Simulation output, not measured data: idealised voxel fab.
process module | voxel transistor to metal
cross-section cut | 205 nm wide | cells 5 nm
A cross-section is a grid of square cells, given in bands from the top down. A band is one or more rows of cells.
Each band's line starts with the height of the band's top and of its bottom, in nm. Then come its materials from left to right, each with its width in nm. One material with "throughout" fills the band from edge to edge. "air" is empty space.
Height 0 is the level under which the wafer as received is all one material. The lowest band goes on downwards, as in "0 down".
A width such as "30 to 40" changes by the same amount from each row of cells to the next, from the band's top row to its bottom row.
"no change" after a step means that no cell of the cross-section changed.
closed voids: empty space of 8 cells or more with no open way to the top, each as width x height at its distance from the left edge, in nm
after a step's settings: what the simulator itself notes on the step
overlay nm, on a step with a mask: how far to the right of its planned place the mask lay; to the left if negative
plan
1 op RECEIVE | material Si
2 op CONFORMAL_DEP | material SiO2 | thk nm 5
3 op CONFORMAL_DEP | material SiN | thk nm 15
4 op MASKED_ETCH | tone cover | mask id ACTIVE | width nm 105 | etch materials SiN | depth nm 15 | overlay nm 0
5 op MASKED_ETCH | tone cover | mask id ACTIVE | width nm 105 | etch materials SiO2 | depth nm 5 | overlay nm 0
6 op MASKED_ETCH | tone cover | mask id ACTIVE | width nm 105 | etch materials Si | depth nm 35 | overlay nm 0
7 op FILL_DEP | material SiO2 | thk nm 15
8 op CMP | height nm 20
9 op SELECTIVE_ETCH | etch materials SiO2 | depth nm 5
10 op STRIP | etch materials SiN
11 op SELECTIVE_ETCH | etch materials SiO2 | depth nm 5
12 op OXIDIZE | depth nm 5
13 op DIRECTIONAL_DEP | material polySi | thk nm 20
14 op DIRECTIONAL_DEP | material SiCN | thk nm 15
15 op DIRECTIONAL_DEP | material aC | thk nm 10
16 op PATTERN | tone cover | mask id GATE | material resist | width nm 15 | thk nm 30 | overlay nm 0
17 op DIRECTIONAL_ETCH | etch materials aC | depth nm 10
18 op STRIP | etch materials resist
19 op DIRECTIONAL_ETCH | etch materials SiCN | depth nm 25
20 op DIRECTIONAL_ETCH | etch materials polySi | depth nm 30
21 op STRIP | etch materials aC
22 op CONFORMAL_DEP | material SiO2 | thk nm 5
23 op DIRECTIONAL_ETCH | etch materials SiO2 | depth nm 5
24 op CONFORMAL_DEP | material SiN | thk nm 5
25 op DIRECTIONAL_ETCH | etch materials SiN | depth nm 5
26 op DIRECTIONAL_ETCH | etch materials SiO2 | depth nm 5
27 op DIRECTIONAL_ETCH | etch materials Si | depth nm 15
28 op EPI | material nSi | thk nm 15
29 op FILL_DEP | material SiO2 | thk nm 5
30 op CMP | height nm 35
31 op DIRECTIONAL_DEP | material SiO2 | thk nm 15
32 op DIRECTIONAL_DEP | material aC | thk nm 15
33 op PATTERN | tone open | mask id CONTACT | material resist | width nm 35 | pitch nm 60 | thk nm 30 | overlay nm 0
34 op DIRECTIONAL_ETCH | etch materials aC | depth nm 15
35 op STRIP | etch materials resist
36 op DIRECTIONAL_ETCH | etch materials SiO2 | depth nm 40
37 op STRIP | etch materials aC
38 op CONFORMAL_DEP | material TiN | thk nm 5
39 op FILL_DEP | material Ru | thk nm 10
40 op CMP | height nm 50
41 op DIRECTIONAL_DEP | material TiN | thk nm 5
42 op DIRECTIONAL_DEP | material W | thk nm 15
43 op PATTERN | tone cover | mask id METAL_1 | material resist | width nm 20 | pitch nm 75 | thk nm 15 | overlay nm 0
44 op DIRECTIONAL_ETCH | etch materials W | depth nm 15
45 op DIRECTIONAL_ETCH | etch materials TiN | depth nm 5
46 op STRIP | etch materials resist
47 op FILL_DEP | material lowk | thk nm 5
48 op CMP | height nm 70
49 op CONFORMAL_DEP | material SiN | thk nm 5
first wafer, as planned
as received, after step 1
  0 down: Si throughout
  closed voids: none
after step 2
  5 to 0: SiO2 throughout
  below 0: unchanged
after step 3
  20 to 5: SiN throughout
  below 5: unchanged
after step 4
  20 to 5: air 50 | SiN 105 | air 50
  below 5: unchanged
after step 5
  20 to 5: air 50 | SiN 105 | air 50
  5 to 0: air 50 | SiO2 105 | air 50
  below 0: unchanged
after step 6
  20 to 5: air 50 | SiN 105 | air 50
  5 to 0: air 50 | SiO2 105 | air 50
  0 to -35: air 50 | Si 105 | air 50
  below -35: unchanged
after step 7
  35 to 20: SiO2 throughout
  20 to 5: SiO2 50 | SiN 105 | SiO2 50
  5 to 0: SiO2 throughout
  0 to -35: SiO2 50 | Si 105 | SiO2 50
  below -35: unchanged
after step 8
  20 to 5: SiO2 50 | SiN 105 | SiO2 50
  below 5: unchanged
after step 9
  20 to 15: air 50 | SiN 105 | air 50
  below 15: unchanged
after step 10
  15 to 5: SiO2 50 | air 105 | SiO2 50
  below 5: unchanged
after step 11
  10 to 0: SiO2 45 | air 115 | SiO2 45
  below 0: unchanged
after step 12
  10 to 0: SiO2 45 | air 115 | SiO2 45
  0 to -5: SiO2 throughout
  below -5: unchanged
after step 13
  30 to 20: polySi 45 | air 115 | polySi 45
  20 to 10: polySi throughout
  10 to 0: SiO2 45 | polySi 115 | SiO2 45
  below 0: unchanged
after step 14
  45 to 35: SiCN 45 | air 115 | SiCN 45
  35 to 30: SiCN throughout
  30 to 20: polySi 45 | SiCN 115 | polySi 45
  below 20: unchanged
after step 15
  55 to 45: aC 45 | air 115 | aC 45
  45 to 35: SiCN 45 | aC 115 | SiCN 45
  below 35: unchanged
after step 16
  85 to 55: air 95 | resist 15 | air 95
  55 to 45: aC 45 | air 50 | resist 15 | air 50 | aC 45
  below 45: unchanged
after step 17
  75 to 45: air 95 | resist 15 | air 95
  45 to 35: SiCN 45 | air 50 | aC 15 | air 50 | SiCN 45
  below 35: unchanged
after step 18
  45 to 35: SiCN 45 | air 50 | aC 15 | air 50 | SiCN 45
  below 35: unchanged
after step 19
  45 to 35: air 95 | aC 15 | air 95
  35 to 30: air 95 | SiCN 15 | air 95
  30 to 20: polySi 45 | air 50 | SiCN 15 | air 50 | polySi 45
  below 20: unchanged
after step 20
  45 to 35: air 95 | aC 15 | air 95
  35 to 20: air 95 | SiCN 15 | air 95
  20 to 10: air 95 | polySi 15 | air 95
  10 to 0: SiO2 45 | air 50 | polySi 15 | air 50 | SiO2 45
  below 0: unchanged
after step 21
  35 to 20: air 95 | SiCN 15 | air 95
  below 20: unchanged
after step 22
  40 to 35: air 90 | SiO2 25 | air 90
  35 to 20: air 90 | SiO2 5 | SiCN 15 | SiO2 5 | air 90
  20 to 15: air 90 | SiO2 5 | polySi 15 | SiO2 5 | air 90
  15 to 5: SiO2 50 | air 40 | SiO2 5 | polySi 15 | SiO2 5 | air 40 | SiO2 50
  5 to 0: SiO2 95 | polySi 15 | SiO2 95
  below 0: unchanged
after step 23
  35 to 20: air 90 | SiO2 5 | SiCN 15 | SiO2 5 | air 90
  20 to 10: air 90 | SiO2 5 | polySi 15 | SiO2 5 | air 90
  10 to 0: SiO2 50 | air 40 | SiO2 5 | polySi 15 | SiO2 5 | air 40 | SiO2 50
  below 0: unchanged
after step 24
  40 to 35: air 85 | SiN 35 | air 85
  35 to 20: air 85 | SiN 5 | SiO2 5 | SiCN 15 | SiO2 5 | SiN 5 | air 85
  20 to 15: air 85 | SiN 5 | SiO2 5 | polySi 15 | SiO2 5 | SiN 5 | air 85
  15 to 10: SiN 55 | air 30 | SiN 5 | SiO2 5 | polySi 15 | SiO2 5 | SiN 5 | air 30 | SiN 55
  10 to 5: SiO2 50 | SiN 5 | air 30 | SiN 5 | SiO2 5 | polySi 15 | SiO2 5 | SiN 5 | air 30 | SiN 5 | SiO2 50
  5 to 0: SiO2 50 | SiN 40 | SiO2 5 | polySi 15 | SiO2 5 | SiN 40 | SiO2 50
  below 0: unchanged
after step 25
  35 to 20: air 85 | SiN 5 | SiO2 5 | SiCN 15 | SiO2 5 | SiN 5 | air 85
  20 to 10: air 85 | SiN 5 | SiO2 5 | polySi 15 | SiO2 5 | SiN 5 | air 85
  10 to 0: SiO2 50 | SiN 5 | air 30 | SiN 5 | SiO2 5 | polySi 15 | SiO2 5 | SiN 5 | air 30 | SiN 5 | SiO2 50
  below 0: unchanged
after step 26
  35 to 30: air 85 | SiN 5 | air 5 | SiCN 15 | air 5 | SiN 5 | air 85
  30 to 20: air 85 | SiN 5 | SiO2 5 | SiCN 15 | SiO2 5 | SiN 5 | air 85
  20 to 10: air 85 | SiN 5 | SiO2 5 | polySi 15 | SiO2 5 | SiN 5 | air 85
  10 to 5: air 50 | SiN 5 | air 30 | SiN 5 | SiO2 5 | polySi 15 | SiO2 5 | SiN 5 | air 30 | SiN 5 | air 50
  5 to 0: SiO2 50 | SiN 5 | air 30 | SiN 5 | SiO2 5 | polySi 15 | SiO2 5 | SiN 5 | air 30 | SiN 5 | SiO2 50
  0 to -5: SiO2 55 | air 30 | SiO2 35 | air 30 | SiO2 55
  below -5: unchanged
after step 27
  35 to 30: air 85 | SiN 5 | air 5 | SiCN 15 | air 5 | SiN 5 | air 85
  30 to 20: air 85 | SiN 5 | SiO2 5 | SiCN 15 | SiO2 5 | SiN 5 | air 85
  20 to 10: air 85 | SiN 5 | SiO2 5 | polySi 15 | SiO2 5 | SiN 5 | air 85
  10 to 5: air 50 | SiN 5 | air 30 | SiN 5 | SiO2 5 | polySi 15 | SiO2 5 | SiN 5 | air 30 | SiN 5 | air 50
  5 to 0: SiO2 50 | SiN 5 | air 30 | SiN 5 | SiO2 5 | polySi 15 | SiO2 5 | SiN 5 | air 30 | SiN 5 | SiO2 50
  0 to -5: SiO2 55 | air 30 | SiO2 35 | air 30 | SiO2 55
  -5 to -20: SiO2 50 | Si 5 | air 30 | Si 35 | air 30 | Si 5 | SiO2 50
  below -20: unchanged
after step 28
  35 to 30: air 85 | SiN 5 | air 5 | SiCN 15 | air 5 | SiN 5 | air 85
  30 to 20: air 85 | SiN 5 | SiO2 5 | SiCN 15 | SiO2 5 | SiN 5 | air 85
  20 to 10: air 85 | SiN 5 | SiO2 5 | polySi 15 | SiO2 5 | SiN 5 | air 85
  10 to 5: air 50 | SiN 5 | nSi 30 | SiN 5 | SiO2 5 | polySi 15 | SiO2 5 | SiN 5 | nSi 30 | SiN 5 | air 50
  5 to 0: SiO2 50 | SiN 5 | nSi 30 | SiN 5 | SiO2 5 | polySi 15 | SiO2 5 | SiN 5 | nSi 30 | SiN 5 | SiO2 50
  0 to -5: SiO2 55 | nSi 30 | SiO2 35 | nSi 30 | SiO2 55
  -5 to -20: SiO2 50 | Si 5 | nSi 30 | Si 35 | nSi 30 | Si 5 | SiO2 50
  below -20: unchanged
after step 29
  40 to 35: SiO2 throughout
  35 to 20: SiO2 85 | SiN 5 | SiO2 5 | SiCN 15 | SiO2 5 | SiN 5 | SiO2 85
  20 to 10: SiO2 85 | SiN 5 | SiO2 5 | polySi 15 | SiO2 5 | SiN 5 | SiO2 85
  10 to 0: SiO2 50 | SiN 5 | nSi 30 | SiN 5 | SiO2 5 | polySi 15 | SiO2 5 | SiN 5 | nSi 30 | SiN 5 | SiO2 50
  below 0: unchanged
after step 30
  35 to 20: SiO2 85 | SiN 5 | SiO2 5 | SiCN 15 | SiO2 5 | SiN 5 | SiO2 85
  below 20: unchanged
after step 31
  50 to 35: SiO2 throughout
  below 35: unchanged
after step 32
  65 to 50: aC throughout
  below 50: unchanged
after step 33
  95 to 65: resist 55 | air 35 | resist 25 | air 35 | resist 55
  below 65: unchanged
after step 34
  80 to 65: resist 55 | air 35 | resist 25 | air 35 | resist 55
  65 to 50: aC 55 | air 35 | aC 25 | air 35 | aC 55
  below 50: unchanged
after step 35
  65 to 50: aC 55 | air 35 | aC 25 | air 35 | aC 55
  below 50: unchanged
after step 36
  65 to 50: aC 55 | air 35 | aC 25 | air 35 | aC 55
  50 to 35: SiO2 55 | air 35 | SiO2 25 | air 35 | SiO2 55
  35 to 20: SiO2 55 | air 30 | SiN 5 | SiO2 5 | SiCN 15 | SiO2 5 | SiN 5 | air 30 | SiO2 55
  20 to 10: SiO2 55 | air 30 | SiN 5 | SiO2 5 | polySi 15 | SiO2 5 | SiN 5 | air 30 | SiO2 55
  below 10: unchanged
after step 37
  50 to 35: SiO2 55 | air 35 | SiO2 25 | air 35 | SiO2 55
  below 35: unchanged
after step 38
  55 to 50: TiN 60 | air 25 | TiN 35 | air 25 | TiN 60
  50 to 40: SiO2 55 | TiN 5 | air 25 | TiN 5 | SiO2 25 | TiN 5 | air 25 | TiN 5 | SiO2 55
  40 to 35: SiO2 55 | TiN 5 | air 20 | TiN 10 | SiO2 25 | TiN 10 | air 20 | TiN 5 | SiO2 55
  35 to 20: SiO2 55 | TiN 5 | air 20 | TiN 5 | SiN 5 | SiO2 5 | SiCN 15 | SiO2 5 | SiN 5 | TiN 5 | air 20 | TiN 5 | SiO2 55
  20 to 15: SiO2 55 | TiN 5 | air 20 | TiN 5 | SiN 5 | SiO2 5 | polySi 15 | SiO2 5 | SiN 5 | TiN 5 | air 20 | TiN 5 | SiO2 55
  15 to 10: SiO2 55 | TiN 30 | SiN 5 | SiO2 5 | polySi 15 | SiO2 5 | SiN 5 | TiN 30 | SiO2 55
  below 10: unchanged
after step 39
  65 to 55: Ru throughout
  55 to 50: TiN 60 | Ru 25 | TiN 35 | Ru 25 | TiN 60
  50 to 40: SiO2 55 | TiN 5 | Ru 25 | TiN 5 | SiO2 25 | TiN 5 | Ru 25 | TiN 5 | SiO2 55
  40 to 35: SiO2 55 | TiN 5 | Ru 20 | TiN 10 | SiO2 25 | TiN 10 | Ru 20 | TiN 5 | SiO2 55
  35 to 20: SiO2 55 | TiN 5 | Ru 20 | TiN 5 | SiN 5 | SiO2 5 | SiCN 15 | SiO2 5 | SiN 5 | TiN 5 | Ru 20 | TiN 5 | SiO2 55
  20 to 15: SiO2 55 | TiN 5 | Ru 20 | TiN 5 | SiN 5 | SiO2 5 | polySi 15 | SiO2 5 | SiN 5 | TiN 5 | Ru 20 | TiN 5 | SiO2 55
  below 15: unchanged
after step 40
  50 to 40: SiO2 55 | TiN 5 | Ru 25 | TiN 5 | SiO2 25 | TiN 5 | Ru 25 | TiN 5 | SiO2 55
  below 40: unchanged
after step 41
  55 to 50: TiN throughout
  below 50: unchanged
after step 42
  70 to 55: W throughout
  below 55: unchanged
after step 43
  85 to 70: air 55 | resist 20 | air 55 | resist 20 | air 55
  below 70: unchanged
after step 44
  85 to 70: air 55 | resist 20 | air 55 | resist 20 | air 55
  70 to 55: air 55 | W 20 | air 55 | W 20 | air 55
  below 55: unchanged
after step 45
  85 to 70: air 55 | resist 20 | air 55 | resist 20 | air 55
  70 to 55: air 55 | W 20 | air 55 | W 20 | air 55
  55 to 50: air 55 | TiN 20 | air 55 | TiN 20 | air 55
  below 50: unchanged
after step 46
  70 to 55: air 55 | W 20 | air 55 | W 20 | air 55
  below 55: unchanged
after step 47
  75 to 70: lowk throughout
  70 to 55: lowk 55 | W 20 | lowk 55 | W 20 | lowk 55
  55 to 50: lowk 55 | TiN 20 | lowk 55 | TiN 20 | lowk 55
  below 50: unchanged
after step 48
  70 to 55: lowk 55 | W 20 | lowk 55 | W 20 | lowk 55
  below 55: unchanged
after step 49
  75 to 70: SiN throughout
  below 70: unchanged
second wafer: like start, like plan, one mistake. Through step 3 it matches the first wafer
when step 4 should have ended
  20 to 5: air 45 | SiN 115 | air 45
  below 5: unchanged
when step 5 should have ended
  20 to 5: air 45 | SiN 115 | air 45
  5 to 0: air 45 | SiO2 115 | air 45
  below 0: unchanged
when step 6 should have ended
  20 to 5: air 45 | SiN 115 | air 45
  5 to 0: air 45 | SiO2 115 | air 45
  0 to -35: air 45 | Si 115 | air 45
  below -35: unchanged
when step 7 should have ended
  35 to 20: SiO2 throughout
  20 to 5: SiO2 45 | SiN 115 | SiO2 45
  5 to 0: SiO2 throughout
  0 to -35: SiO2 45 | Si 115 | SiO2 45
  below -35: unchanged
when step 8 should have ended
  20 to 5: SiO2 45 | SiN 115 | SiO2 45
  below 5: unchanged
when step 9 should have ended
  20 to 15: air 45 | SiN 115 | air 45
  below 15: unchanged
when step 10 should have ended
  15 to 5: SiO2 45 | air 115 | SiO2 45
  below 5: unchanged
when step 11 should have ended
  10 to 0: SiO2 40 | air 125 | SiO2 40
  below 0: unchanged
when step 12 should have ended
  10 to 0: SiO2 40 | air 125 | SiO2 40
  0 to -5: SiO2 throughout
  below -5: unchanged
when step 13 should have ended
  30 to 20: polySi 40 | air 125 | polySi 40
  20 to 10: polySi throughout
  10 to 0: SiO2 40 | polySi 125 | SiO2 40
  below 0: unchanged
when step 14 should have ended
  45 to 35: SiCN 40 | air 125 | SiCN 40
  35 to 30: SiCN throughout
  30 to 20: polySi 40 | SiCN 125 | polySi 40
  below 20: unchanged
when step 15 should have ended
  55 to 45: aC 40 | air 125 | aC 40
  45 to 35: SiCN 40 | aC 125 | SiCN 40
  below 35: unchanged
when step 16 should have ended
  85 to 55: air 95 | resist 15 | air 95
  55 to 45: aC 40 | air 55 | resist 15 | air 55 | aC 40
  below 45: unchanged
when step 17 should have ended
  75 to 45: air 95 | resist 15 | air 95
  45 to 35: SiCN 40 | air 55 | aC 15 | air 55 | SiCN 40
  below 35: unchanged
when step 18 should have ended
  45 to 35: SiCN 40 | air 55 | aC 15 | air 55 | SiCN 40
  below 35: unchanged
when step 19 should have ended
  45 to 35: air 95 | aC 15 | air 95
  35 to 30: air 95 | SiCN 15 | air 95
  30 to 20: polySi 40 | air 55 | SiCN 15 | air 55 | polySi 40
  below 20: unchanged
when step 20 should have ended
  45 to 35: air 95 | aC 15 | air 95
  35 to 20: air 95 | SiCN 15 | air 95
  20 to 10: air 95 | polySi 15 | air 95
  10 to 0: SiO2 40 | air 55 | polySi 15 | air 55 | SiO2 40
  below 0: unchanged
when step 21 should have ended
  35 to 20: air 95 | SiCN 15 | air 95
  below 20: unchanged
when step 22 should have ended
  40 to 35: air 90 | SiO2 25 | air 90
  35 to 20: air 90 | SiO2 5 | SiCN 15 | SiO2 5 | air 90
  20 to 15: air 90 | SiO2 5 | polySi 15 | SiO2 5 | air 90
  15 to 5: SiO2 45 | air 45 | SiO2 5 | polySi 15 | SiO2 5 | air 45 | SiO2 45
  5 to 0: SiO2 95 | polySi 15 | SiO2 95
  below 0: unchanged
when step 23 should have ended
  35 to 20: air 90 | SiO2 5 | SiCN 15 | SiO2 5 | air 90
  20 to 10: air 90 | SiO2 5 | polySi 15 | SiO2 5 | air 90
  10 to 0: SiO2 45 | air 45 | SiO2 5 | polySi 15 | SiO2 5 | air 45 | SiO2 45
  below 0: unchanged
when step 24 should have ended
  40 to 35: air 85 | SiN 35 | air 85
  35 to 20: air 85 | SiN 5 | SiO2 5 | SiCN 15 | SiO2 5 | SiN 5 | air 85
  20 to 15: air 85 | SiN 5 | SiO2 5 | polySi 15 | SiO2 5 | SiN 5 | air 85
  15 to 10: SiN 50 | air 35 | SiN 5 | SiO2 5 | polySi 15 | SiO2 5 | SiN 5 | air 35 | SiN 50
  10 to 5: SiO2 45 | SiN 5 | air 35 | SiN 5 | SiO2 5 | polySi 15 | SiO2 5 | SiN 5 | air 35 | SiN 5 | SiO2 45
  5 to 0: SiO2 45 | SiN 45 | SiO2 5 | polySi 15 | SiO2 5 | SiN 45 | SiO2 45
  below 0: unchanged
when step 25 should have ended
  35 to 20: air 85 | SiN 5 | SiO2 5 | SiCN 15 | SiO2 5 | SiN 5 | air 85
  20 to 10: air 85 | SiN 5 | SiO2 5 | polySi 15 | SiO2 5 | SiN 5 | air 85
  10 to 0: SiO2 45 | SiN 5 | air 35 | SiN 5 | SiO2 5 | polySi 15 | SiO2 5 | SiN 5 | air 35 | SiN 5 | SiO2 45
  below 0: unchanged
when step 26 should have ended
  35 to 30: air 85 | SiN 5 | air 5 | SiCN 15 | air 5 | SiN 5 | air 85
  30 to 20: air 85 | SiN 5 | SiO2 5 | SiCN 15 | SiO2 5 | SiN 5 | air 85
  20 to 10: air 85 | SiN 5 | SiO2 5 | polySi 15 | SiO2 5 | SiN 5 | air 85
  10 to 5: air 45 | SiN 5 | air 35 | SiN 5 | SiO2 5 | polySi 15 | SiO2 5 | SiN 5 | air 35 | SiN 5 | air 45
  5 to 0: SiO2 45 | SiN 5 | air 35 | SiN 5 | SiO2 5 | polySi 15 | SiO2 5 | SiN 5 | air 35 | SiN 5 | SiO2 45
  0 to -5: SiO2 50 | air 35 | SiO2 35 | air 35 | SiO2 50
  below -5: unchanged
when step 27 should have ended
  35 to 30: air 85 | SiN 5 | air 5 | SiCN 15 | air 5 | SiN 5 | air 85
  30 to 20: air 85 | SiN 5 | SiO2 5 | SiCN 15 | SiO2 5 | SiN 5 | air 85
  20 to 10: air 85 | SiN 5 | SiO2 5 | polySi 15 | SiO2 5 | SiN 5 | air 85
  10 to 5: air 45 | SiN 5 | air 35 | SiN 5 | SiO2 5 | polySi 15 | SiO2 5 | SiN 5 | air 35 | SiN 5 | air 45
  5 to 0: SiO2 45 | SiN 5 | air 35 | SiN 5 | SiO2 5 | polySi 15 | SiO2 5 | SiN 5 | air 35 | SiN 5 | SiO2 45
  0 to -5: SiO2 50 | air 35 | SiO2 35 | air 35 | SiO2 50
  -5 to -20: SiO2 45 | Si 5 | air 35 | Si 35 | air 35 | Si 5 | SiO2 45
  below -20: unchanged
when step 28 should have ended
  35 to 30: air 85 | SiN 5 | air 5 | SiCN 15 | air 5 | SiN 5 | air 85
  30 to 20: air 85 | SiN 5 | SiO2 5 | SiCN 15 | SiO2 5 | SiN 5 | air 85
  20 to 10: air 85 | SiN 5 | SiO2 5 | polySi 15 | SiO2 5 | SiN 5 | air 85
  10 to 5: air 45 | SiN 5 | nSi 15 | air 5 | nSi 15 | SiN 5 | SiO2 5 | polySi 15 | SiO2 5 | SiN 5 | nSi 15 | air 5 | nSi 15 | SiN 5 | air 45
  5 to 0: SiO2 45 | SiN 5 | nSi 15 | air 5 | nSi 15 | SiN 5 | SiO2 5 | polySi 15 | SiO2 5 | SiN 5 | nSi 15 | air 5 | nSi 15 | SiN 5 | SiO2 45
  0 to -5: SiO2 50 | nSi 15 | air 5 | nSi 15 | SiO2 35 | nSi 15 | air 5 | nSi 15 | SiO2 50
  -5 to -20: SiO2 45 | Si 5 | nSi 35 | Si 35 | nSi 35 | Si 5 | SiO2 45
  below -20: unchanged
when step 29 should have ended
  40 to 35: SiO2 throughout
  35 to 20: SiO2 85 | SiN 5 | SiO2 5 | SiCN 15 | SiO2 5 | SiN 5 | SiO2 85
  20 to 10: SiO2 85 | SiN 5 | SiO2 5 | polySi 15 | SiO2 5 | SiN 5 | SiO2 85
  10 to 0: SiO2 45 | SiN 5 | nSi 15 | SiO2 5 | nSi 15 | SiN 5 | SiO2 5 | polySi 15 | SiO2 5 | SiN 5 | nSi 15 | SiO2 5 | nSi 15 | SiN 5 | SiO2 45
  0 to -5: SiO2 50 | nSi 15 | SiO2 5 | nSi 15 | SiO2 35 | nSi 15 | SiO2 5 | nSi 15 | SiO2 50
  below -5: unchanged
when step 30 should have ended
  35 to 20: SiO2 85 | SiN 5 | SiO2 5 | SiCN 15 | SiO2 5 | SiN 5 | SiO2 85
  below 20: unchanged
when step 31 should have ended
  50 to 35: SiO2 throughout
  below 35: unchanged
when step 32 should have ended
  65 to 50: aC throughout
  below 50: unchanged
when step 33 should have ended
  95 to 65: resist 55 | air 35 | resist 25 | air 35 | resist 55
  below 65: unchanged
when step 34 should have ended
  80 to 65: resist 55 | air 35 | resist 25 | air 35 | resist 55
  65 to 50: aC 55 | air 35 | aC 25 | air 35 | aC 55
  below 50: unchanged
when step 35 should have ended
  65 to 50: aC 55 | air 35 | aC 25 | air 35 | aC 55
  below 50: unchanged
when step 36 should have ended
  65 to 50: aC 55 | air 35 | aC 25 | air 35 | aC 55
  50 to 35: SiO2 55 | air 35 | SiO2 25 | air 35 | SiO2 55
  35 to 20: SiO2 55 | air 30 | SiN 5 | SiO2 5 | SiCN 15 | SiO2 5 | SiN 5 | air 30 | SiO2 55
  20 to 10: SiO2 55 | air 30 | SiN 5 | SiO2 5 | polySi 15 | SiO2 5 | SiN 5 | air 30 | SiO2 55
  below 10: unchanged
when step 37 should have ended
  50 to 35: SiO2 55 | air 35 | SiO2 25 | air 35 | SiO2 55
  below 35: unchanged
when step 38 should have ended
  55 to 50: TiN 60 | air 25 | TiN 35 | air 25 | TiN 60
  50 to 40: SiO2 55 | TiN 5 | air 25 | TiN 5 | SiO2 25 | TiN 5 | air 25 | TiN 5 | SiO2 55
  40 to 35: SiO2 55 | TiN 5 | air 20 | TiN 10 | SiO2 25 | TiN 10 | air 20 | TiN 5 | SiO2 55
  35 to 20: SiO2 55 | TiN 5 | air 20 | TiN 5 | SiN 5 | SiO2 5 | SiCN 15 | SiO2 5 | SiN 5 | TiN 5 | air 20 | TiN 5 | SiO2 55
  20 to 15: SiO2 55 | TiN 5 | air 20 | TiN 5 | SiN 5 | SiO2 5 | polySi 15 | SiO2 5 | SiN 5 | TiN 5 | air 20 | TiN 5 | SiO2 55
  15 to 10: SiO2 55 | TiN 30 | SiN 5 | SiO2 5 | polySi 15 | SiO2 5 | SiN 5 | TiN 30 | SiO2 55
  below 10: unchanged
when step 39 should have ended
  65 to 55: Ru throughout
  55 to 50: TiN 60 | Ru 25 | TiN 35 | Ru 25 | TiN 60
  50 to 40: SiO2 55 | TiN 5 | Ru 25 | TiN 5 | SiO2 25 | TiN 5 | Ru 25 | TiN 5 | SiO2 55
  40 to 35: SiO2 55 | TiN 5 | Ru 20 | TiN 10 | SiO2 25 | TiN 10 | Ru 20 | TiN 5 | SiO2 55
  35 to 20: SiO2 55 | TiN 5 | Ru 20 | TiN 5 | SiN 5 | SiO2 5 | SiCN 15 | SiO2 5 | SiN 5 | TiN 5 | Ru 20 | TiN 5 | SiO2 55
  20 to 15: SiO2 55 | TiN 5 | Ru 20 | TiN 5 | SiN 5 | SiO2 5 | polySi 15 | SiO2 5 | SiN 5 | TiN 5 | Ru 20 | TiN 5 | SiO2 55
  below 15: unchanged
when step 40 should have ended
  50 to 40: SiO2 55 | TiN 5 | Ru 25 | TiN 5 | SiO2 25 | TiN 5 | Ru 25 | TiN 5 | SiO2 55
  below 40: unchanged
when step 41 should have ended
  55 to 50: TiN throughout
  below 50: unchanged
when step 42 should have ended
  70 to 55: W throughout
  below 55: unchanged
when step 43 should have ended
  85 to 70: air 55 | resist 20 | air 55 | resist 20 | air 55
  below 70: unchanged
when step 44 should have ended
  85 to 70: air 55 | resist 20 | air 55 | resist 20 | air 55
  70 to 55: air 55 | W 20 | air 55 | W 20 | air 55
  below 55: unchanged
when step 45 should have ended
  85 to 70: air 55 | resist 20 | air 55 | resist 20 | air 55
  70 to 55: air 55 | W 20 | air 55 | W 20 | air 55
  55 to 50: air 55 | TiN 20 | air 55 | TiN 20 | air 55
  below 50: unchanged
when step 46 should have ended
  70 to 55: air 55 | W 20 | air 55 | W 20 | air 55
  below 55: unchanged
when step 47 should have ended
  75 to 70: lowk throughout
  70 to 55: lowk 55 | W 20 | lowk 55 | W 20 | lowk 55
  55 to 50: lowk 55 | TiN 20 | lowk 55 | TiN 20 | lowk 55
  below 50: unchanged
when step 48 should have ended
  70 to 55: lowk 55 | W 20 | lowk 55 | W 20 | lowk 55
  below 55: unchanged
when step 49 should have ended
  75 to 70: SiN throughout
  below 70: unchanged
what went wrong: step 4 ran as: op MASKED_ETCH | tone cover | mask id ACTIVE | width nm 115 | etch materials SiN | depth nm 15 | overlay nm 0
at the end the second wafer has, in cells: 6 more of Si | 12 fewer of SiO2 | 6 more of nSi
